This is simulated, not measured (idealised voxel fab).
process module | voxel lift off
cross-section cut | 215 nm wide | cells 5 nm
A cross-section is a grid of square cells, given in bands from the top down. A band is one or more rows of cells.
Each band's line starts with the height of the band's top and of its bottom, in nm. Then come its materials from left to right, each with its width in nm. One material with "throughout" fills the band from edge to edge. "air" is empty space.
Height 0 is the level under which the wafer as received is all one material. The lowest band goes on downwards, as in "0 down".
A width such as "30 to 40" changes by the same amount from each row of cells to the next, from the band's top row to its bottom row.
"no change" after a step means that no cell of the cross-section changed.
closed voids: empty space of 8 cells or more with no open way to the top, each as width x height at its distance from the left edge, in nm
after a step's settings: what the simulator itself notes on the step
overlay nm, on a step with a mask: how far to the right of its planned place the mask lay; to the left if negative
plan
1 op RECEIVE | material Si
2 op CONFORMAL_DEP | material SiO2 | thk nm 5
3 op PATTERN | tone open | mask id LINES | material resist | width nm 30 | pitch nm 45 | thk nm 25 | overlay nm 0
4 op DIRECTIONAL_DEP | material Ru | thk nm 10
5 op STRIP | etch materials resist
6 op CONFORMAL_DEP | material SiCN | thk nm 10
as received, after step 1
  0 down: Si throughout
  closed voids: none
a wafer at the end: this start, this plan, one mistake
  25 to 15: air 20 | SiCN 180 | air 15
  15 to 5: SiCN 30 | Ru 25 | SiCN 20 | Ru 25 | SiCN 20 | Ru 25 | SiCN 20 | Ru 25 | SiCN 25
  5 to 0: SiO2 throughout
  0 down: Si throughout
  closed voids: none
what went wrong: step 3 ran as: op PATTERN | tone open | mask id LINES | material resist | width nm 25 | pitch nm 45 | thk nm 25 | overlay nm 0
